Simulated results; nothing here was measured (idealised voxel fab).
The following is a process module called voxel self aligned contacts.
Each square cell in cross-section cut measures 5 nm, and the section as a whole is 160 nm wide.
In what follows, cross-sections appear as grids of square cells, described through bands that run from the top down, where every band is one or more rows of cells. Within each band entry, the heights of the top and of the bottom of the band appear first, in that order and in nm; the materials of the band then follow from left to right, each with its corresponding width in nm. The designation "all across" on a single material indicates that it fills the band from edge to edge; the designation "blank" indicates empty space. It should be noted that heights are counted from 0, beneath which the wafer as supplied is of one material throughout, and that the lowest band possesses no lower boundary but continues downward, as written in "0 nm and below". The expression "30..40" gives the width at the extremes of the band, the first number at its top row of cells and the second at its bottom row, with the width changing by equal amounts from each row to the next in between. Take "no alterations made" at face value: in the step it is given for, the cross-section changed in none of its cells. Reported under the label "Tabulated closed voids" are the empty spaces having no open way to the top and comprising 8 cells or more; the notation for each is width x height at distance, in which the distance is measured from the left edge and all three values are in nm. Read whatever lies past the settings on a step's line as the simulator's own remark about the step. When a step includes a mask, the "overlay nm" setting on its line states how far to the right of its planned place that mask lay, and negative values state how far to the left.
### Steps planned for the process
1. RECEIVE | material Si
2. OXIDIZE | depth nm 5
3. DIRECTIONAL_DEP | material polySi | thk nm 25
4. DIRECTIONAL_DEP | material SiN | thk nm 20
5. PATTERN | tone cover | mask id GATE | material resist | width nm 35 | pitch nm 70 | thk nm 15 | overlay nm 0
6. DIRECTIONAL_ETCH | etch materials SiN | depth nm 20
7. DIRECTIONAL_ETCH | etch materials polySi | depth nm 25
8. STRIP | etch materials resist
9. CONFORMAL_DEP | material SiN | thk nm 5
10. DIRECTIONAL_ETCH | etch materials SiN | depth nm 5
11. FILL_DEP | material SiO2 | thk nm 15
12. CMP | height nm 50
13. PATTERN | tone open | mask id CONTACT | material resist | width nm 45 | thk nm 15 | overlay nm 0
14. DIRECTIONAL_ETCH | etch materials SiO2 | depth nm 55
15. STRIP | etch materials resist
16. CONFORMAL_DEP | material TiN | thk nm 5
17. FILL_DEP | material Ru | thk nm 10
18. CMP | height nm 50
19. CONFORMAL_DEP | material SiN | thk nm 5
### First wafer, two in total, run as planned
### Cross-section of the wafer as it came to us, i.e., already through step 1
    0 nm and below  Si all across
    Tabulated closed voids: none
### The following cross-section depicts the wafer upon completion of step 2
    0 nm to -5 nm  SiO2 all across
    Heights below -5 show no change.
### The following cross-section depicts the wafer upon completion of step 3
    25 nm to 0 nm  polySi all across
    Heights below 0 show no change.
### The following cross-section depicts the wafer upon completion of step 4
    45 nm to 25 nm  SiN all across
    Heights below 25 show no change.
### The following cross-section depicts the wafer upon completion of step 5
    60 nm to 45 nm  blank 25 nm, then resist 35 nm, then blank 35 nm, then resist 35 nm, then blank 30 nm
    Heights below 45 show no change.
### The following cross-section depicts the wafer upon completion of step 6
    60 nm to 45 nm  blank 25 nm, then resist 35 nm, then blank 35 nm, then resist 35 nm, then blank 30 nm
    45 nm to 25 nm  blank 25 nm, then SiN 35 nm, then blank 35 nm, then SiN 35 nm, then blank 30 nm
    Heights below 25 show no change.
### The following cross-section depicts the wafer upon completion of step 7
    60 nm to 45 nm  blank 25 nm, then resist 35 nm, then blank 35 nm, then resist 35 nm, then blank 30 nm
    45 nm to 25 nm  blank 25 nm, then SiN 35 nm, then blank 35 nm, then SiN 35 nm, then blank 30 nm
    25 nm to 0 nm  blank 25 nm, then polySi 35 nm, then blank 35 nm, then polySi 35 nm, then blank 30 nm
    Heights below 0 show no change.
### The following cross-section depicts the wafer upon completion of step 8
    45 nm to 25 nm  blank 25 nm, then SiN 35 nm, then blank 35 nm, then SiN 35 nm, then blank 30 nm
    Heights below 25 show no change.
### The following cross-section depicts the wafer upon completion of step 9
    50 nm to 25 nm  blank 20 nm, then SiN 45 nm, then blank 25 nm, then SiN 45 nm, then blank 25 nm
    25 nm to 5 nm  blank 20 nm, then SiN 5 nm, then polySi 35 nm, then SiN 5 nm, then blank 25 nm, then SiN 5 nm, then polySi 35 nm, then SiN 5 nm, then blank 25 nm
    5 nm to 0 nm  SiN 25 nm, then polySi 35 nm, then SiN 35 nm, then polySi 35 nm, then SiN 30 nm
    Heights below 0 show no change.
### The following cross-section depicts the wafer upon completion of step 10
    45 nm to 25 nm  blank 20 nm, then SiN 45 nm, then blank 25 nm, then SiN 45 nm, then blank 25 nm
    25 nm to 0 nm  blank 20 nm, then SiN 5 nm, then polySi 35 nm, then SiN 5 nm, then blank 25 nm, then SiN 5 nm, then polySi 35 nm, then SiN 5 nm, then blank 25 nm
    Heights below 0 show no change.
### The following cross-section depicts the wafer upon completion of step 11
    60 nm to 45 nm  SiO2 all across
    45 nm to 25 nm  SiO2 20 nm, then SiN 45 nm, then SiO2 25 nm, then SiN 45 nm, then SiO2 25 nm
    25 nm to 0 nm  SiO2 20 nm, then SiN 5 nm, then polySi 35 nm, then SiN 5 nm, then SiO2 25 nm, then SiN 5 nm, then polySi 35 nm, then SiN 5 nm, then SiO2 25 nm
    Heights below 0 show no change.
### The following cross-section depicts the wafer upon completion of step 12
    50 nm to 45 nm  SiO2 all across
    Heights below 45 show no change.
### The following cross-section depicts the wafer upon completion of step 13
    65 nm to 50 nm  resist 55 nm, then blank 45 nm, then resist 60 nm
    Heights below 50 show no change.
### The following cross-section depicts the wafer upon completion of step 14
    65 nm to 50 nm  resist 55 nm, then blank 45 nm, then resist 60 nm
    50 nm to 45 nm  SiO2 55 nm, then blank 45 nm, then SiO2 60 nm
    45 nm to 25 nm  SiO2 20 nm, then SiN 45 nm, then blank 25 nm, then SiN 45 nm, then SiO2 25 nm
    25 nm to 0 nm  SiO2 20 nm, then SiN 5 nm, then polySi 35 nm, then SiN 5 nm, then blank 25 nm, then SiN 5 nm, then polySi 35 nm, then SiN 5 nm, then SiO2 25 nm
    0 nm to -5 nm  SiO2 65 nm, then blank 25 nm, then SiO2 70 nm
    Heights below -5 show no change.
### The following cross-section depicts the wafer upon completion of step 15
    50 nm to 45 nm  SiO2 55 nm, then blank 45 nm, then SiO2 60 nm
    Heights below 45 show no change.
### The following cross-section depicts the wafer upon completion of step 16
    55 nm to 50 nm  TiN 60 nm, then blank 35 nm, then TiN 65 nm
    50 nm to 45 nm  SiO2 55 nm, then TiN 15 nm, then blank 15 nm, then TiN 15 nm, then SiO2 60 nm
    45 nm to 25 nm  SiO2 20 nm, then SiN 45 nm, then TiN 5 nm, then blank 15 nm, then TiN 5 nm, then SiN 45 nm, then SiO2 25 nm
    25 nm to 0 nm  SiO2 20 nm, then SiN 5 nm, then polySi 35 nm, then SiN 5 nm, then TiN 5 nm, then blank 15 nm, then TiN 5 nm, then SiN 5 nm, then polySi 35 nm, then SiN 5 nm, then SiO2 25 nm
    0 nm to -5 nm  SiO2 65 nm, then TiN 25 nm, then SiO2 70 nm
    Heights below -5 show no change.
### The following cross-section depicts the wafer upon completion of step 17
    65 nm to 55 nm  Ru all across
    55 nm to 50 nm  TiN 60 nm, then Ru 35 nm, then TiN 65 nm
    50 nm to 45 nm  SiO2 55 nm, then TiN 15 nm, then Ru 15 nm, then TiN 15 nm, then SiO2 60 nm
    45 nm to 25 nm  SiO2 20 nm, then SiN 45 nm, then TiN 5 nm, then Ru 15 nm, then TiN 5 nm, then SiN 45 nm, then SiO2 25 nm
    25 nm to 0 nm  SiO2 20 nm, then SiN 5 nm, then polySi 35 nm, then SiN 5 nm, then TiN 5 nm, then Ru 15 nm, then TiN 5 nm, then SiN 5 nm, then polySi 35 nm, then SiN 5 nm, then SiO2 25 nm
    Heights below 0 show no change.
### The following cross-section depicts the wafer upon completion of step 18
    50 nm to 45 nm  SiO2 55 nm, then TiN 15 nm, then Ru 15 nm, then TiN 15 nm, then SiO2 60 nm
    Heights below 45 show no change.
### The following cross-section depicts the wafer upon completion of step 19
    55 nm to 50 nm  SiN all across
    Heights below 50 show no change.
### Companion wafer, the second of two: same beginning, same intended sequence, one mistake in carrying it out; through step 2 inclusive it tracks the first exactly
### Second wafer at the planned finish of step 3, seen in cross-section
    50 nm to 0 nm  polySi all across
    Heights below 0 show no change.
### Second wafer at the planned finish of step 4, seen in cross-section
    70 nm to 50 nm  SiN all across
    Heights below 50 show no change.
### Second wafer at the planned finish of step 5, seen in cross-section
    85 nm to 70 nm  blank 25 nm, then resist 35 nm, then blank 35 nm, then resist 35 nm, then blank 30 nm
    Heights below 70 show no change.
### Second wafer at the planned finish of step 6, seen in cross-section
    85 nm to 70 nm  blank 25 nm, then resist 35 nm, then blank 35 nm, then resist 35 nm, then blank 30 nm
    70 nm to 50 nm  blank 25 nm, then SiN 35 nm, then blank 35 nm, then SiN 35 nm, then blank 30 nm
    Heights below 50 show no change.
### Second wafer at the planned finish of step 7, seen in cross-section
    85 nm to 70 nm  blank 25 nm, then resist 35 nm, then blank 35 nm, then resist 35 nm, then blank 30 nm
    70 nm to 50 nm  blank 25 nm, then SiN 35 nm, then blank 35 nm, then SiN 35 nm, then blank 30 nm
    50 nm to 25 nm  blank 25 nm, then polySi 35 nm, then blank 35 nm, then polySi 35 nm, then blank 30 nm
    Heights below 25 show no change.
### Second wafer at the planned finish of step 8, seen in cross-section
    70 nm to 50 nm  blank 25 nm, then SiN 35 nm, then blank 35 nm, then SiN 35 nm, then blank 30 nm
    Heights below 50 show no change.
### Second wafer at the planned finish of step 9, seen in cross-section
    75 nm to 50 nm  blank 20 nm, then SiN 45 nm, then blank 25 nm, then SiN 45 nm, then blank 25 nm
    50 nm to 30 nm  blank 20 nm, then SiN 5 nm, then polySi 35 nm, then SiN 5 nm, then blank 25 nm, then SiN 5 nm, then polySi 35 nm, then SiN 5 nm, then blank 25 nm
    30 nm to 25 nm  SiN 25 nm, then polySi 35 nm, then SiN 35 nm, then polySi 35 nm, then SiN 30 nm
    Heights below 25 show no change.
### Second wafer at the planned finish of step 10, seen in cross-section
    70 nm to 50 nm  blank 20 nm, then SiN 45 nm, then blank 25 nm, then SiN 45 nm, then blank 25 nm
    50 nm to 25 nm  blank 20 nm, then SiN 5 nm, then polySi 35 nm, then SiN 5 nm, then blank 25 nm, then SiN 5 nm, then polySi 35 nm, then SiN 5 nm, then blank 25 nm
    Heights below 25 show no change.
### Second wafer at the planned finish of step 11, seen in cross-section
    85 nm to 70 nm  SiO2 all across
    70 nm to 50 nm  SiO2 20 nm, then SiN 45 nm, then SiO2 25 nm, then SiN 45 nm, then SiO2 25 nm
    50 nm to 25 nm  SiO2 20 nm, then SiN 5 nm, then polySi 35 nm, then SiN 5 nm, then SiO2 25 nm, then SiN 5 nm, then polySi 35 nm, then SiN 5 nm, then SiO2 25 nm
    Heights below 25 show no change.
### Second wafer at the planned finish of step 12, seen in cross-section
    50 nm to 25 nm  SiO2 20 nm, then SiN 5 nm, then polySi 35 nm, then SiN 5 nm, then SiO2 25 nm, then SiN 5 nm, then polySi 35 nm, then SiN 5 nm, then SiO2 25 nm
    Heights below 25 show no change.
### Second wafer at the planned finish of step 13, seen in cross-section
    65 nm to 50 nm  resist 55 nm, then blank 45 nm, then resist 60 nm
    Heights below 50 show no change.
### Second wafer at the planned finish of step 14, seen in cross-section
    65 nm to 50 nm  resist 55 nm, then blank 45 nm, then resist 60 nm
    50 nm to 25 nm  SiO2 20 nm, then SiN 5 nm, then polySi 35 nm, then SiN 5 nm, then blank 25 nm, then SiN 5 nm, then polySi 35 nm, then SiN 5 nm, then SiO2 25 nm
    Heights below 25 show no change.
### Second wafer at the planned finish of step 15, seen in cross-section
    50 nm to 25 nm  SiO2 20 nm, then SiN 5 nm, then polySi 35 nm, then SiN 5 nm, then blank 25 nm, then SiN 5 nm, then polySi 35 nm, then SiN 5 nm, then SiO2 25 nm
    Heights below 25 show no change.
### Second wafer at the planned finish of step 16, seen in cross-section
    55 nm to 50 nm  TiN 70 nm, then blank 15 nm, then TiN 75 nm
    50 nm to 30 nm  SiO2 20 nm, then SiN 5 nm, then polySi 35 nm, then SiN 5 nm, then TiN 5 nm, then blank 15 nm, then TiN 5 nm, then SiN 5 nm, then polySi 35 nm, then SiN 5 nm, then SiO2 25 nm
    30 nm to 25 nm  SiO2 20 nm, then SiN 5 nm, then polySi 35 nm, then SiN 5 nm, then TiN 25 nm, then SiN 5 nm, then polySi 35 nm, then SiN 5 nm, then SiO2 25 nm
    Heights below 25 show no change.
### Second wafer at the planned finish of step 17, seen in cross-section
    65 nm to 55 nm  Ru all across
    55 nm to 50 nm  TiN 70 nm, then Ru 15 nm, then TiN 75 nm
    50 nm to 30 nm  SiO2 20 nm, then SiN 5 nm, then polySi 35 nm, then SiN 5 nm, then TiN 5 nm, then Ru 15 nm, then TiN 5 nm, then SiN 5 nm, then polySi 35 nm, then SiN 5 nm, then SiO2 25 nm
    Heights below 30 show no change.
### Second wafer at the planned finish of step 18, seen in cross-section
    50 nm to 30 nm  SiO2 20 nm, then SiN 5 nm, then polySi 35 nm, then SiN 5 nm, then TiN 5 nm, then Ru 15 nm, then TiN 5 nm, then SiN 5 nm, then polySi 35 nm, then SiN 5 nm, then SiO2 25 nm
    Heights below 30 show no change.
### Second wafer at the planned finish of step 19, seen in cross-section
    55 nm to 50 nm  SiN all across
    Heights below 50 show no change.
Nonconformance to the process plan: twice over, step 3 of the plan was run
The final cell counts differ between the wafers, with the second having more or fewer of some materials than the first: -18 Ru; -72 SiN; -54 SiO2; -16 TiN; +160 polySi
